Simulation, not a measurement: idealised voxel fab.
The process module presented herein is designated voxel ribs on slabs.
The figure presents cross-section cut, which has a width of 285 nm and is divided into square cells with an edge length of 5 nm.
Notation: cross-section as square-cell grid; stated in bands, top first, going down; one or more cell rows per band. For a band, the entry starts with two heights in nm, that of the top and then that of the bottom, and carries on with the band's materials in order from left to right, each alongside its width in nm; the word "full width" beside a single material means it fills the band edge to edge, and "empty" means empty space. Basically, 0 is our baseline, since under it the wafer straight out of the box is all one material. The bottom band has no lower end and keeps on going down, so it looks like "0 nm and below". Width "30->40": first value at the band's top row of cells, second value at its bottom row, equal change from row to row. You'll sometimes find "nothing was modified" written for a step, and that's the way of saying that nowhere in the cross-section did a cell change during that step. Reported under the label "Trapped void list" are the empty spaces having no open way to the top and comprising 8 cells or more; the notation for each is width x height at distance, in which the distance is measured from the left edge and all three values are in nm. It should be noted that, on the line of a given step, the content following the step's settings is a remark produced by the simulator itself with respect to that step. On any step carrying a mask, the "overlay nm" setting, if present on the step's line, tells how far right of its planned place the mask lay; negative values point to the left.
Here's what the planned process steps look like:
| 1 | RECEIVE: material Si |
| 2 | DIRECTIONAL_DEP: material SiO2, thk nm 25 |
| 3 | DIRECTIONAL_DEP: material SiN, thk nm 15 |
| 4 | PATTERN: tone cover, mask id RIB, material resist, width nm 30, thk nm 15, overlay nm 0 |
| 5 | DIRECTIONAL_ETCH: etch materials SiN, depth nm 10 |
| 6 | STRIP: etch materials resist |
| 7 | MASKED_ETCH: tone cover, mask id SLAB, width nm 70, etch materials SiN, depth nm 5, overlay nm 0 |
| 8 | FILL_DEP: material SiO2, thk nm 25 |
| 9 | CMP: height nm 60 |
| 10 | DIRECTIONAL_DEP: material TiN, thk nm 10 |
| 11 | DIRECTIONAL_DEP: material aC, thk nm 10 |
| 12 | PATTERN: tone cover, mask id HEATER, material resist, width nm 40, thk nm 30, overlay nm 0 |
| 13 | DIRECTIONAL_ETCH: etch materials aC, depth nm 10 |
| 14 | STRIP: etch materials resist |
| 15 | DIRECTIONAL_ETCH: etch materials TiN, depth nm 10 |
| 16 | STRIP: etch materials aC |
| 17 | CONFORMAL_DEP: material SiN, thk nm 5 |
So this is the incoming wafer in cross-section - it's already been through step 1:
  0 nm and below | Si full width
  Trapped void list: none
The first of the two wafers as seen in cross-section once the module was finished; processing followed the plan:
  75 nm to 70 nm | 115 nm empty  50 nm SiN  120 nm empty
  70 nm to 65 nm | 115 nm empty  5 nm SiN  40 nm TiN  5 nm SiN  120 nm empty
  65 nm to 60 nm | 120 nm SiN  40 nm TiN  125 nm SiN
  60 nm to 40 nm | SiO2 full width
  40 nm to 30 nm | 125 nm SiO2  30 nm SiN  130 nm SiO2
  30 nm to 25 nm | 105 nm SiO2  70 nm SiN  110 nm SiO2
  25 nm to 0 nm | SiO2 full width
  0 nm and below | Si full width
  Trapped void list: none
Wafer two cross-section, module end. Start and plan unchanged from wafer one; one mistake made during the run:
  70 nm to 60 nm | 120 nm empty  40 nm TiN  125 nm empty
  60 nm to 40 nm | SiO2 full width
  40 nm to 30 nm | 125 nm SiO2  30 nm SiN  130 nm SiO2
  30 nm to 25 nm | 105 nm SiO2  70 nm SiN  110 nm SiO2
  25 nm to 0 nm | SiO2 full width
  0 nm and below | Si full width
  Trapped void list: none
Finding, execution versus plan: step 17 in the plan did not get run; it was skipped
It is noted that, at the conclusion of processing, the second wafer exhibits a higher or lower cell count for certain materials relative to the first: SiN -61
